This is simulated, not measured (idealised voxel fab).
The process module that follows is named voxel wiring stack.
Section shown: cut. Width: 165 nm. Cell size: 5 nm, square.
Each cross-section below is a grid of square cells, stated as bands in top-down order, with one or more rows of cells making up each band.
Top, bottom (nm), then materials left to right with widths (nm); lone material tagged "everywhere" fills the whole band edge to edge; "blank" = empty space.
The level at which height equals 0 is the one under which the wafer, as it arrives, is entirely one material. No lower edge exists for the bottom band, which continues downward and is notated as in "0 -> down".
You'd read "30->40" like this: the band's top row of cells is as wide as the first number, its bottom row is as wide as the second, and going down, every row changes width by the same amount as the row before did.
"left unchanged" for a step: no cell of the cross-section changed in that step.
"Sealed void inventory" enumerates empty spaces isolated from the top, with no open way to it, that contain at least 8 cells, giving each as width x height at distance from the left edge, all three in nm.
Where a step's line continues beyond its settings, the continuation is a remark by the simulator itself on that step.
overlay nm: on a step with a mask, how far right of its planned place the mask lay; negative means left.

So here's the lineup of process steps we planned
| 1 | op RECEIVE | material Si |
| 2 | op CONFORMAL_DEP | material SiO2 | thk nm 10 |
| 3 | op CONFORMAL_DEP | material SiCN | thk nm 5 |
| 4 | op DIRECTIONAL_DEP | material lowk | thk nm 25 |
| 5 | op MASKED_ETCH | tone open | mask id METAL_1 | width nm 30 | pitch nm 45 | etch materials lowk | depth nm 25 | overlay nm 0 |
| 6 | op MASKED_ETCH | tone open | mask id METAL_1 | width nm 30 | pitch nm 45 | etch materials SiCN | depth nm 5 | overlay nm 0 |
| 7 | op CONFORMAL_DEP | material TiN | thk nm 5 |
| 8 | op FILL_DEP | material Cu | thk nm 5 |
| 9 | op CMP | height nm 40 |
| 10 | op EPI | material Ru | thk nm 5 |
| 11 | op FILL_DEP | material SiCN | thk nm 5 |
| 12 | op DIRECTIONAL_DEP | material SiO2 | thk nm 30 |
| 13 | op MASKED_ETCH | tone open | mask id METAL_2_HOLES | width nm 15 | pitch nm 45 | etch materials SiO2 | depth nm 30 | overlay nm 0 |
| 14 | op PATTERN | tone open | mask id METAL_2 | material resist | width nm 30 | pitch nm 45 | thk nm 20 | overlay nm 0 |
| 15 | op DIRECTIONAL_ETCH | etch materials SiO2 | depth nm 20 |
| 16 | op DIRECTIONAL_ETCH | etch materials SiCN | depth nm 5 |
| 17 | op STRIP | etch materials resist |
| 18 | op CONFORMAL_DEP | material TiN | thk nm 5 |
| 19 | op FILL_DEP | material Cu | thk nm 10 |
| 20 | op CMP | height nm 80 |
| 21 | op CONFORMAL_DEP | material SiCN | thk nm 5 |
| 22 | op DIRECTIONAL_DEP | material lowk | thk nm 20 |
| 23 | op PATTERN | tone open | mask id PLUG_2 | material resist | width nm 15 | thk nm 15 | overlay nm 0 |
| 24 | op DIRECTIONAL_ETCH | etch materials lowk | depth nm 20 |
| 25 | op DIRECTIONAL_ETCH | etch materials SiCN | depth nm 5 |
| 26 | op STRIP | etch materials resist |
| 27 | op CONFORMAL_DEP | material TiN | thk nm 5 |
| 28 | op FILL_DEP | material Cu | thk nm 10 |
| 29 | op CMP | height nm 105 |
| 30 | op CONFORMAL_DEP | material SiCN | thk nm 5 |
| 31 | op DIRECTIONAL_DEP | material SiO2 | thk nm 25 |
| 32 | op MASKED_ETCH | tone open | mask id METAL_3 | width nm 30 | pitch nm 45 | etch materials SiO2 | depth nm 25 | overlay nm 0 |
| 33 | op MASKED_ETCH | tone open | mask id METAL_3 | width nm 30 | pitch nm 45 | etch materials SiCN | depth nm 5 | overlay nm 0 |
| 34 | op CONFORMAL_DEP | material TiN | thk nm 5 |
| 35 | op FILL_DEP | material Ru | thk nm 5 |
| 36 | op CMP | height nm 135 |
| 37 | op CONFORMAL_DEP | material SiCN | thk nm 5 |
| 38 | op DIRECTIONAL_DEP | material lowk | thk nm 10 |
| 39 | op MASKED_ETCH | tone open | mask id PLUG_3 | width nm 15 | etch materials lowk | depth nm 10 | overlay nm 0 |
| 40 | op MASKED_ETCH | tone open | mask id PLUG_3 | width nm 15 | etch materials SiCN | depth nm 5 | overlay nm 0 |
| 41 | op CONFORMAL_DEP | material TiN | thk nm 5 |
| 42 | op FILL_DEP | material W | thk nm 10 |
| 43 | op CMP | height nm 150 |
| 44 | op CONFORMAL_DEP | material SiN | thk nm 5 |
| 45 | op DIRECTIONAL_DEP | material SiO2 | thk nm 20 |
| 46 | op MASKED_ETCH | tone open | mask id METAL_4 | width nm 30 | pitch nm 45 | etch materials SiO2 | depth nm 20 | overlay nm 0 |
| 47 | op MASKED_ETCH | tone open | mask id METAL_4 | width nm 30 | pitch nm 45 | etch materials SiN | depth nm 5 | overlay nm 0 |
| 48 | op CONFORMAL_DEP | material TiN | thk nm 5 |
| 49 | op FILL_DEP | material Cu | thk nm 10 |
| 50 | op CMP | height nm 175 |
| 51 | op EPI | material Ru | thk nm 5 |
| 52 | op FILL_DEP | material SiCN | thk nm 5 |

First of two wafers: run as planned

Wafer cross-section on receipt, i.e. after step 1
    0 -> down | Si everywhere
    Sealed void inventory: none

Once step 2 is through, the wafer looks like this in cross-section
    10 -> 0 | SiO2 everywhere
    All layers under 0 are left as they were.

Once step 3 is through, the wafer looks like this in cross-section
    15 -> 10 | SiCN everywhere
    All layers under 10 are left as they were.

Once step 4 is through, the wafer looks like this in cross-section
    40 -> 15 | lowk everywhere
    All layers under 15 are left as they were.

Once step 5 is through, the wafer looks like this in cross-section
    40 -> 15 | 45 nm lowk, 30 nm blank, 15 nm lowk, 30 nm blank, 45 nm lowk
    All layers under 15 are left as they were.

Once step 6 is through, the wafer looks like this in cross-section
    40 -> 15 | 45 nm lowk, 30 nm blank, 15 nm lowk, 30 nm blank, 45 nm lowk
    15 -> 10 | 45 nm SiCN, 30 nm blank, 15 nm SiCN, 30 nm blank, 45 nm SiCN
    All layers under 10 are left as they were.

Once step 7 is through, the wafer looks like this in cross-section
    45 -> 40 | 50 nm TiN, 20 nm blank, 25 nm TiN, 20 nm blank, 50 nm TiN
    40 -> 15 | 45 nm lowk, 5 nm TiN, 20 nm blank, 5 nm TiN, 15 nm lowk, 5 nm TiN, 20 nm blank, 5 nm TiN, 45 nm lowk
    15 -> 10 | 45 nm SiCN, 30 nm TiN, 15 nm SiCN, 30 nm TiN, 45 nm SiCN
    All layers under 10 are left as they were.

Once step 8 is through, the wafer looks like this in cross-section
    50 -> 45 | Cu everywhere
    45 -> 40 | 50 nm TiN, 20 nm Cu, 25 nm TiN, 20 nm Cu, 50 nm TiN
    40 -> 15 | 45 nm lowk, 5 nm TiN, 20 nm Cu, 5 nm TiN, 15 nm lowk, 5 nm TiN, 20 nm Cu, 5 nm TiN, 45 nm lowk
    All layers under 15 are left as they were.

Once step 9 is through, the wafer looks like this in cross-section
    40 -> 15 | 45 nm lowk, 5 nm TiN, 20 nm Cu, 5 nm TiN, 15 nm lowk, 5 nm TiN, 20 nm Cu, 5 nm TiN, 45 nm lowk
    All layers under 15 are left as they were.

Once step 10 is through, the wafer looks like this in cross-section
    45 -> 40 | 40 nm blank, 40 nm Ru, 5 nm blank, 40 nm Ru, 40 nm blank
    All layers under 40 are left as they were.

Once step 11 is through, the wafer looks like this in cross-section
    50 -> 45 | SiCN everywhere
    45 -> 40 | 40 nm SiCN, 40 nm Ru, 5 nm SiCN, 40 nm Ru, 40 nm SiCN
    All layers under 40 are left as they were.

Once step 12 is through, the wafer looks like this in cross-section
    80 -> 50 | SiO2 everywhere
    All layers under 50 are left as they were.

Once step 13 is through, the wafer looks like this in cross-section
    80 -> 50 | 45 nm SiO2, 15 nm blank, 30 nm SiO2, 15 nm blank, 60 nm SiO2
    All layers under 50 are left as they were.

Once step 14 is through, the wafer looks like this in cross-section
    100 -> 80 | 45 nm resist, 30 nm blank, 15 nm resist, 30 nm blank, 45 nm resist
    All layers under 80 are left as they were.

Once step 15 is through, the wafer looks like this in cross-section
    100 -> 80 | 45 nm resist, 30 nm blank, 15 nm resist, 30 nm blank, 45 nm resist
    80 -> 60 | 45 nm SiO2, 30 nm blank, 15 nm SiO2, 30 nm blank, 45 nm SiO2
    All layers under 60 are left as they were.

Once step 16 is through, the wafer looks like this in cross-section
    100 -> 80 | 45 nm resist, 30 nm blank, 15 nm resist, 30 nm blank, 45 nm resist
    80 -> 60 | 45 nm SiO2, 30 nm blank, 15 nm SiO2, 30 nm blank, 45 nm SiO2
    60 -> 50 | 45 nm SiO2, 15 nm blank, 30 nm SiO2, 15 nm blank, 60 nm SiO2
    50 -> 45 | 45 nm SiCN, 15 nm blank, 30 nm SiCN, 15 nm blank, 60 nm SiCN
    All layers under 45 are left as they were.

Once step 17 is through, the wafer looks like this in cross-section
    80 -> 60 | 45 nm SiO2, 30 nm blank, 15 nm SiO2, 30 nm blank, 45 nm SiO2
    All layers under 60 are left as they were.

Once step 18 is through, the wafer looks like this in cross-section
    85 -> 80 | 50 nm TiN, 20 nm blank, 25 nm TiN, 20 nm blank, 50 nm TiN
    80 -> 65 | 45 nm SiO2, 5 nm TiN, 20 nm blank, 5 nm TiN, 15 nm SiO2, 5 nm TiN, 20 nm blank, 5 nm TiN, 45 nm SiO2
    65 -> 60 | 45 nm SiO2, 5 nm TiN, 5 nm blank, 20 nm TiN, 15 nm SiO2, 5 nm TiN, 5 nm blank, 20 nm TiN, 45 nm SiO2
    60 -> 50 | 45 nm SiO2, 5 nm TiN, 5 nm blank, 5 nm TiN, 30 nm SiO2, 5 nm TiN, 5 nm blank, 5 nm TiN, 60 nm SiO2
    50 -> 45 | 45 nm SiCN, 15 nm TiN, 30 nm SiCN, 15 nm TiN, 60 nm SiCN
    All layers under 45 are left as they were.

Once step 19 is through, the wafer looks like this in cross-section
    95 -> 85 | Cu everywhere
    85 -> 80 | 50 nm TiN, 20 nm Cu, 25 nm TiN, 20 nm Cu, 50 nm TiN
    80 -> 65 | 45 nm SiO2, 5 nm TiN, 20 nm Cu, 5 nm TiN, 15 nm SiO2, 5 nm TiN, 20 nm Cu, 5 nm TiN, 45 nm SiO2
    65 -> 60 | 45 nm SiO2, 5 nm TiN, 5 nm Cu, 20 nm TiN, 15 nm SiO2, 5 nm TiN, 5 nm Cu, 20 nm TiN, 45 nm SiO2
    60 -> 50 | 45 nm SiO2, 5 nm TiN, 5 nm Cu, 5 nm TiN, 30 nm SiO2, 5 nm TiN, 5 nm Cu, 5 nm TiN, 60 nm SiO2
    All layers under 50 are left as they were.

Once step 20 is through, the wafer looks like this in cross-section
    80 -> 65 | 45 nm SiO2, 5 nm TiN, 20 nm Cu, 5 nm TiN, 15 nm SiO2, 5 nm TiN, 20 nm Cu, 5 nm TiN, 45 nm SiO2
    All layers under 65 are left as they were.

Once step 21 is through, the wafer looks like this in cross-section
    85 -> 80 | SiCN everywhere
    All layers under 80 are left as they were.

Once step 22 is through, the wafer looks like this in cross-section
    105 -> 85 | lowk everywhere
    All layers under 85 are left as they were.

Once step 23 is through, the wafer looks like this in cross-section
    120 -> 105 | 45 nm resist, 15 nm blank, 105 nm resist
    All layers under 105 are left as they were.

Once step 24 is through, the wafer looks like this in cross-section
    120 -> 105 | 45 nm resist, 15 nm blank, 105 nm resist
    105 -> 85 | 45 nm lowk, 15 nm blank, 105 nm lowk
    All layers under 85 are left as they were.

Once step 25 is through, the wafer looks like this in cross-section
    120 -> 105 | 45 nm resist, 15 nm blank, 105 nm resist
    105 -> 85 | 45 nm lowk, 15 nm blank, 105 nm lowk
    85 -> 80 | 45 nm SiCN, 15 nm blank, 105 nm SiCN
    All layers under 80 are left as they were.

Once step 26 is through, the wafer looks like this in cross-section
    105 -> 85 | 45 nm lowk, 15 nm blank, 105 nm lowk
    All layers under 85 are left as they were.

Once step 27 is through, the wafer looks like this in cross-section
    110 -> 105 | 50 nm TiN, 5 nm blank, 110 nm TiN
    105 -> 85 | 45 nm lowk, 5 nm TiN, 5 nm blank, 5 nm TiN, 105 nm lowk
    85 -> 80 | 45 nm SiCN, 15 nm TiN, 105 nm SiCN
    All layers under 80 are left as they were.

Once step 28 is through, the wafer looks like this in cross-section
    120 -> 110 | Cu everywhere
    110 -> 105 | 50 nm TiN, 5 nm Cu, 110 nm TiN
    105 -> 85 | 45 nm lowk, 5 nm TiN, 5 nm Cu, 5 nm TiN, 105 nm lowk
    All layers under 85 are left as they were.

Once step 29 is through, the wafer looks like this in cross-section
    105 -> 85 | 45 nm lowk, 5 nm TiN, 5 nm Cu, 5 nm TiN, 105 nm lowk
    All layers under 85 are left as they were.

Once step 30 is through, the wafer looks like this in cross-section
    110 -> 105 | SiCN everywhere
    All layers under 105 are left as they were.

Once step 31 is through, the wafer looks like this in cross-section
    135 -> 110 | SiO2 everywhere
    All layers under 110 are left as they were.

Once step 32 is through, the wafer looks like this in cross-section
    135 -> 110 | 45 nm SiO2, 30 nm blank, 15 nm SiO2, 30 nm blank, 45 nm SiO2
    All layers under 110 are left as they were.

Once step 33 is through, the wafer looks like this in cross-section
    135 -> 110 | 45 nm SiO2, 30 nm blank, 15 nm SiO2, 30 nm blank, 45 nm SiO2
    110 -> 105 | 45 nm SiCN, 30 nm blank, 15 nm SiCN, 30 nm blank, 45 nm SiCN
    All layers under 105 are left as they were.

Once step 34 is through, the wafer looks like this in cross-section
    140 -> 135 | 50 nm TiN, 20 nm blank, 25 nm TiN, 20 nm blank, 50 nm TiN
    135 -> 110 | 45 nm SiO2, 5 nm TiN, 20 nm blank, 5 nm TiN, 15 nm SiO2, 5 nm TiN, 20 nm blank, 5 nm TiN, 45 nm SiO2
    110 -> 105 | 45 nm SiCN, 30 nm TiN, 15 nm SiCN, 30 nm TiN, 45 nm SiCN
    All layers under 105 are left as they were.

Once step 35 is through, the wafer looks like this in cross-section
    145 -> 140 | Ru everywhere
    140 -> 135 | 50 nm TiN, 20 nm Ru, 25 nm TiN, 20 nm Ru, 50 nm TiN
    135 -> 110 | 45 nm SiO2, 5 nm TiN, 20 nm Ru, 5 nm TiN, 15 nm SiO2, 5 nm TiN, 20 nm Ru, 5 nm TiN, 45 nm SiO2
    All layers under 110 are left as they were.

Once step 36 is through, the wafer looks like this in cross-section
    135 -> 110 | 45 nm SiO2, 5 nm TiN, 20 nm Ru, 5 nm TiN, 15 nm SiO2, 5 nm TiN, 20 nm Ru, 5 nm TiN, 45 nm SiO2
    All layers under 110 are left as they were.

Once step 37 is through, the wafer looks like this in cross-section
    140 -> 135 | SiCN everywhere
    All layers under 135 are left as they were.

Once step 38 is through, the wafer looks like this in cross-section
    150 -> 140 | lowk everywhere
    All layers under 140 are left as they were.

Once step 39 is through, the wafer looks like this in cross-section
    150 -> 140 | 45 nm lowk, 15 nm blank, 105 nm lowk
    All layers under 140 are left as they were.

Once step 40 is through, the wafer looks like this in cross-section
    150 -> 140 | 45 nm lowk, 15 nm blank, 105 nm lowk
    140 -> 135 | 45 nm SiCN, 15 nm blank, 105 nm SiCN
    All layers under 135 are left as they were.

Once step 41 is through, the wafer looks like this in cross-section
    155 -> 150 | 50 nm TiN, 5 nm blank, 110 nm TiN
    150 -> 140 | 45 nm lowk, 5 nm TiN, 5 nm blank, 5 nm TiN, 105 nm lowk
    140 -> 135 | 45 nm SiCN, 15 nm TiN, 105 nm SiCN
    All layers under 135 are left as they were.

Once step 42 is through, the wafer looks like this in cross-section
    165 -> 155 | W everywhere
    155 -> 150 | 50 nm TiN, 5 nm W, 110 nm TiN
    150 -> 140 | 45 nm lowk, 5 nm TiN, 5 nm W, 5 nm TiN, 105 nm lowk
    All layers under 140 are left as they were.

Once step 43 is through, the wafer looks like this in cross-section
    150 -> 140 | 45 nm lowk, 5 nm TiN, 5 nm W, 5 nm TiN, 105 nm lowk
    All layers under 140 are left as they were.

Once step 44 is through, the wafer looks like this in cross-section
    155 -> 150 | SiN everywhere
    All layers under 150 are left as they were.

Once step 45 is through, the wafer looks like this in cross-section
    175 -> 155 | SiO2 everywhere
    All layers under 155 are left as they were.

Once step 46 is through, the wafer looks like this in cross-section
    175 -> 155 | 45 nm SiO2, 30 nm blank, 15 nm SiO2, 30 nm blank, 45 nm SiO2
    All layers under 155 are left as they were.

Once step 47 is through, the wafer looks like this in cross-section
    175 -> 155 | 45 nm SiO2, 30 nm blank, 15 nm SiO2, 30 nm blank, 45 nm SiO2
    155 -> 150 | 45 nm SiN, 30 nm blank, 15 nm SiN, 30 nm blank, 45 nm SiN
    All layers under 150 are left as they were.

Once step 48 is through, the wafer looks like this in cross-section
    180 -> 175 | 50 nm TiN, 20 nm blank, 25 nm TiN, 20 nm blank, 50 nm TiN
    175 -> 155 | 45 nm SiO2, 5 nm TiN, 20 nm blank, 5 nm TiN, 15 nm SiO2, 5 nm TiN, 20 nm blank, 5 nm TiN, 45 nm SiO2
    155 -> 150 | 45 nm SiN, 30 nm TiN, 15 nm SiN, 30 nm TiN, 45 nm SiN
    All layers under 150 are left as they were.

Once step 49 is through, the wafer looks like this in cross-section
    190 -> 180 | Cu everywhere
    180 -> 175 | 50 nm TiN, 20 nm Cu, 25 nm TiN, 20 nm Cu, 50 nm TiN
    175 -> 155 | 45 nm SiO2, 5 nm TiN, 20 nm Cu, 5 nm TiN, 15 nm SiO2, 5 nm TiN, 20 nm Cu, 5 nm TiN, 45 nm SiO2
    All layers under 155 are left as they were.

Once step 50 is through, the wafer looks like this in cross-section
    175 -> 155 | 45 nm SiO2, 5 nm TiN, 20 nm Cu, 5 nm TiN, 15 nm SiO2, 5 nm TiN, 20 nm Cu, 5 nm TiN, 45 nm SiO2
    All layers under 155 are left as they were.

Once step 51 is through, the wafer looks like this in cross-section
    180 -> 175 | 40 nm blank, 40 nm Ru, 5 nm blank, 40 nm Ru, 40 nm blank
    All layers under 175 are left as they were.

Once step 52 is through, the wafer looks like this in cross-section
    185 -> 180 | SiCN everywhere
    180 -> 175 | 40 nm SiCN, 40 nm Ru, 5 nm SiCN, 40 nm Ru, 40 nm SiCN
    All layers under 175 are left as they were.

The second wafer began exactly as the first did and followed the same plan, but one mistake was made while running it; through step 13 inclusive, the two wafers are identical

The second wafer cut through, at the time step 14 was supposed to be finished
    100 -> 80 | 45 nm blank, 30 nm resist, 15 nm blank, 30 nm resist, 45 nm blank
    80 -> 50 | 45 nm SiO2, 15 nm resist, 30 nm SiO2, 15 nm resist, 60 nm SiO2
    All layers under 50 are left as they were.

The second wafer cut through, at the time step 15 was supposed to be finished
    100 -> 80 | 45 nm blank, 30 nm resist, 15 nm blank, 30 nm resist, 45 nm blank
    80 -> 60 | 45 nm blank, 15 nm resist, 15 nm SiO2, 15 nm blank, 15 nm resist, 15 nm SiO2, 45 nm blank
    All layers under 60 are left as they were.

The second wafer cut through, at the time step 16 was supposed to be finished: left unchanged

The second wafer cut through, at the time step 17 was supposed to be finished
    80 -> 60 | 60 nm blank, 15 nm SiO2, 30 nm blank, 15 nm SiO2, 45 nm blank
    60 -> 50 | 45 nm SiO2, 15 nm blank, 30 nm SiO2, 15 nm blank, 60 nm SiO2
    All layers under 50 are left as they were.

The second wafer cut through, at the time step 18 was supposed to be finished
    85 -> 80 | 55 nm blank, 25 nm TiN, 20 nm blank, 25 nm TiN, 40 nm blank
    80 -> 65 | 55 nm blank, 5 nm TiN, 15 nm SiO2, 5 nm TiN, 20 nm blank, 5 nm TiN, 15 nm SiO2, 5 nm TiN, 40 nm blank
    65 -> 60 | 50 nm TiN, 5 nm blank, 5 nm TiN, 15 nm SiO2, 20 nm TiN, 5 nm blank, 5 nm TiN, 15 nm SiO2, 45 nm TiN
    60 -> 55 | 45 nm SiO2, 5 nm TiN, 5 nm blank, 5 nm TiN, 30 nm SiO2, 5 nm TiN, 5 nm blank, 5 nm TiN, 60 nm SiO2
    55 -> 50 | 45 nm SiO2, 15 nm TiN, 30 nm SiO2, 15 nm TiN, 60 nm SiO2
    All layers under 50 are left as they were.

The second wafer cut through, at the time step 19 was supposed to be finished
    95 -> 85 | Cu everywhere
    85 -> 80 | 55 nm Cu, 25 nm TiN, 20 nm Cu, 25 nm TiN, 40 nm Cu
    80 -> 65 | 55 nm Cu, 5 nm TiN, 15 nm SiO2, 5 nm TiN, 20 nm Cu, 5 nm TiN, 15 nm SiO2, 5 nm TiN, 40 nm Cu
    65 -> 60 | 50 nm TiN, 5 nm Cu, 5 nm TiN, 15 nm SiO2, 20 nm TiN, 5 nm Cu, 5 nm TiN, 15 nm SiO2, 45 nm TiN
    60 -> 55 | 45 nm SiO2, 5 nm TiN, 5 nm Cu, 5 nm TiN, 30 nm SiO2, 5 nm TiN, 5 nm Cu, 5 nm TiN, 60 nm SiO2
    All layers under 55 are left as they were.

The second wafer cut through, at the time step 20 was supposed to be finished
    80 -> 65 | 55 nm Cu, 5 nm TiN, 15 nm SiO2, 5 nm TiN, 20 nm Cu, 5 nm TiN, 15 nm SiO2, 5 nm TiN, 40 nm Cu
    All layers under 65 are left as they were.

The second wafer cut through, at the time step 21 was supposed to be finished
    85 -> 80 | SiCN everywhere
    All layers under 80 are left as they were.

The second wafer cut through, at the time step 22 was supposed to be finished
    105 -> 85 | lowk everywhere
    All layers under 85 are left as they were.

The second wafer cut through, at the time step 23 was supposed to be finished
    120 -> 105 | 45 nm resist, 15 nm blank, 105 nm resist
    All layers under 105 are left as they were.

The second wafer cut through, at the time step 24 was supposed to be finished
    120 -> 105 | 45 nm resist, 15 nm blank, 105 nm resist
    105 -> 85 | 45 nm lowk, 15 nm blank, 105 nm lowk
    All layers under 85 are left as they were.

The second wafer cut through, at the time step 25 was supposed to be finished
    120 -> 105 | 45 nm resist, 15 nm blank, 105 nm resist
    105 -> 85 | 45 nm lowk, 15 nm blank, 105 nm lowk
    85 -> 80 | 45 nm SiCN, 15 nm blank, 105 nm SiCN
    All layers under 80 are left as they were.

The second wafer cut through, at the time step 26 was supposed to be finished
    105 -> 85 | 45 nm lowk, 15 nm blank, 105 nm lowk
    All layers under 85 are left as they were.

The second wafer cut through, at the time step 27 was supposed to be finished
    110 -> 105 | 50 nm TiN, 5 nm blank, 110 nm TiN
    105 -> 85 | 45 nm lowk, 5 nm TiN, 5 nm blank, 5 nm TiN, 105 nm lowk
    85 -> 80 | 45 nm SiCN, 15 nm TiN, 105 nm SiCN
    All layers under 80 are left as they were.

The second wafer cut through, at the time step 28 was supposed to be finished
    120 -> 110 | Cu everywhere
    110 -> 105 | 50 nm TiN, 5 nm Cu, 110 nm TiN
    105 -> 85 | 45 nm lowk, 5 nm TiN, 5 nm Cu, 5 nm TiN, 105 nm lowk
    All layers under 85 are left as they were.

The second wafer cut through, at the time step 29 was supposed to be finished
    105 -> 85 | 45 nm lowk, 5 nm TiN, 5 nm Cu, 5 nm TiN, 105 nm lowk
    All layers under 85 are left as they were.

The second wafer cut through, at the time step 30 was supposed to be finished
    110 -> 105 | SiCN everywhere
    All layers under 105 are left as they were.

The second wafer cut through, at the time step 31 was supposed to be finished
    135 -> 110 | SiO2 everywhere
    All layers under 110 are left as they were.

The second wafer cut through, at the time step 32 was supposed to be finished
    135 -> 110 | 45 nm SiO2, 30 nm blank, 15 nm SiO2, 30 nm blank, 45 nm SiO2
    All layers under 110 are left as they were.

The second wafer cut through, at the time step 33 was supposed to be finished
    135 -> 110 | 45 nm SiO2, 30 nm blank, 15 nm SiO2, 30 nm blank, 45 nm SiO2
    110 -> 105 | 45 nm SiCN, 30 nm blank, 15 nm SiCN, 30 nm blank, 45 nm SiCN
    All layers under 105 are left as they were.

The second wafer cut through, at the time step 34 was supposed to be finished
    140 -> 135 | 50 nm TiN, 20 nm blank, 25 nm TiN, 20 nm blank, 50 nm TiN
    135 -> 110 | 45 nm SiO2, 5 nm TiN, 20 nm blank, 5 nm TiN, 15 nm SiO2, 5 nm TiN, 20 nm blank, 5 nm TiN, 45 nm SiO2
    110 -> 105 | 45 nm SiCN, 30 nm TiN, 15 nm SiCN, 30 nm TiN, 45 nm SiCN
    All layers under 105 are left as they were.

The second wafer cut through, at the time step 35 was supposed to be finished
    145 -> 140 | Ru everywhere
    140 -> 135 | 50 nm TiN, 20 nm Ru, 25 nm TiN, 20 nm Ru, 50 nm TiN
    135 -> 110 | 45 nm SiO2, 5 nm TiN, 20 nm Ru, 5 nm TiN, 15 nm SiO2, 5 nm TiN, 20 nm Ru, 5 nm TiN, 45 nm SiO2
    All layers under 110 are left as they were.

The second wafer cut through, at the time step 36 was supposed to be finished
    135 -> 110 | 45 nm SiO2, 5 nm TiN, 20 nm Ru, 5 nm TiN, 15 nm SiO2, 5 nm TiN, 20 nm Ru, 5 nm TiN, 45 nm SiO2
    All layers under 110 are left as they were.

The second wafer cut through, at the time step 37 was supposed to be finished
    140 -> 135 | SiCN everywhere
    All layers under 135 are left as they were.

The second wafer cut through, at the time step 38 was supposed to be finished
    150 -> 140 | lowk everywhere
    All layers under 140 are left as they were.

The second wafer cut through, at the time step 39 was supposed to be finished
    150 -> 140 | 45 nm lowk, 15 nm blank, 105 nm lowk
    All layers under 140 are left as they were.

The second wafer cut through, at the time step 40 was supposed to be finished
    150 -> 140 | 45 nm lowk, 15 nm blank, 105 nm lowk
    140 -> 135 | 45 nm SiCN, 15 nm blank, 105 nm SiCN
    All layers under 135 are left as they were.

The second wafer cut through, at the time step 41 was supposed to be finished
    155 -> 150 | 50 nm TiN, 5 nm blank, 110 nm TiN
    150 -> 140 | 45 nm lowk, 5 nm TiN, 5 nm blank, 5 nm TiN, 105 nm lowk
    140 -> 135 | 45 nm SiCN, 15 nm TiN, 105 nm SiCN
    All layers under 135 are left as they were.

The second wafer cut through, at the time step 42 was supposed to be finished
    165 -> 155 | W everywhere
    155 -> 150 | 50 nm TiN, 5 nm W, 110 nm TiN
    150 -> 140 | 45 nm lowk, 5 nm TiN, 5 nm W, 5 nm TiN, 105 nm lowk
    All layers under 140 are left as they were.

The second wafer cut through, at the time step 43 was supposed to be finished
    150 -> 140 | 45 nm lowk, 5 nm TiN, 5 nm W, 5 nm TiN, 105 nm lowk
    All layers under 140 are left as they were.

The second wafer cut through, at the time step 44 was supposed to be finished
    155 -> 150 | SiN everywhere
    All layers under 150 are left as they were.

The second wafer cut through, at the time step 45 was supposed to be finished
    175 -> 155 | SiO2 everywhere
    All layers under 155 are left as they were.

The second wafer cut through, at the time step 46 was supposed to be finished
    175 -> 155 | 45 nm SiO2, 30 nm blank, 15 nm SiO2, 30 nm blank, 45 nm SiO2
    All layers under 155 are left as they were.

The second wafer cut through, at the time step 47 was supposed to be finished
    175 -> 155 | 45 nm SiO2, 30 nm blank, 15 nm SiO2, 30 nm blank, 45 nm SiO2
    155 -> 150 | 45 nm SiN, 30 nm blank, 15 nm SiN, 30 nm blank, 45 nm SiN
    All layers under 150 are left as they were.

The second wafer cut through, at the time step 48 was supposed to be finished
    180 -> 175 | 50 nm TiN, 20 nm blank, 25 nm TiN, 20 nm blank, 50 nm TiN
    175 -> 155 | 45 nm SiO2, 5 nm TiN, 20 nm blank, 5 nm TiN, 15 nm SiO2, 5 nm TiN, 20 nm blank, 5 nm TiN, 45 nm SiO2
    155 -> 150 | 45 nm SiN, 30 nm TiN, 15 nm SiN, 30 nm TiN, 45 nm SiN
    All layers under 150 are left as they were.

The second wafer cut through, at the time step 49 was supposed to be finished
    190 -> 180 | Cu everywhere
    180 -> 175 | 50 nm TiN, 20 nm Cu, 25 nm TiN, 20 nm Cu, 50 nm TiN
    175 -> 155 | 45 nm SiO2, 5 nm TiN, 20 nm Cu, 5 nm TiN, 15 nm SiO2, 5 nm TiN, 20 nm Cu, 5 nm TiN, 45 nm SiO2
    All layers under 155 are left as they were.

The second wafer cut through, at the time step 50 was supposed to be finished
    175 -> 155 | 45 nm SiO2, 5 nm TiN, 20 nm Cu, 5 nm TiN, 15 nm SiO2, 5 nm TiN, 20 nm Cu, 5 nm TiN, 45 nm SiO2
    All layers under 155 are left as they were.

The second wafer cut through, at the time step 51 was supposed to be finished
    180 -> 175 | 40 nm blank, 40 nm Ru, 5 nm blank, 40 nm Ru, 40 nm blank
    All layers under 175 are left as they were.

The second wafer cut through, at the time step 52 was supposed to be finished
    185 -> 180 | SiCN everywhere
    180 -> 175 | 40 nm SiCN, 40 nm Ru, 5 nm SiCN, 40 nm Ru, 40 nm SiCN
    All layers under 175 are left as they were.
Diagnosis: step 14 ran differently from the plan; actual operation with settings: op PATTERN | tone cover | mask id METAL_2 | material resist | width nm 30 | pitch nm 45 | thk nm 20 | overlay nm 0
It is noted that, at the conclusion of processing, the second wafer exhibits a higher or lower cell count for certain materials relative to the first: Cu +43, SiCN +6, SiO2 -60, TiN +11
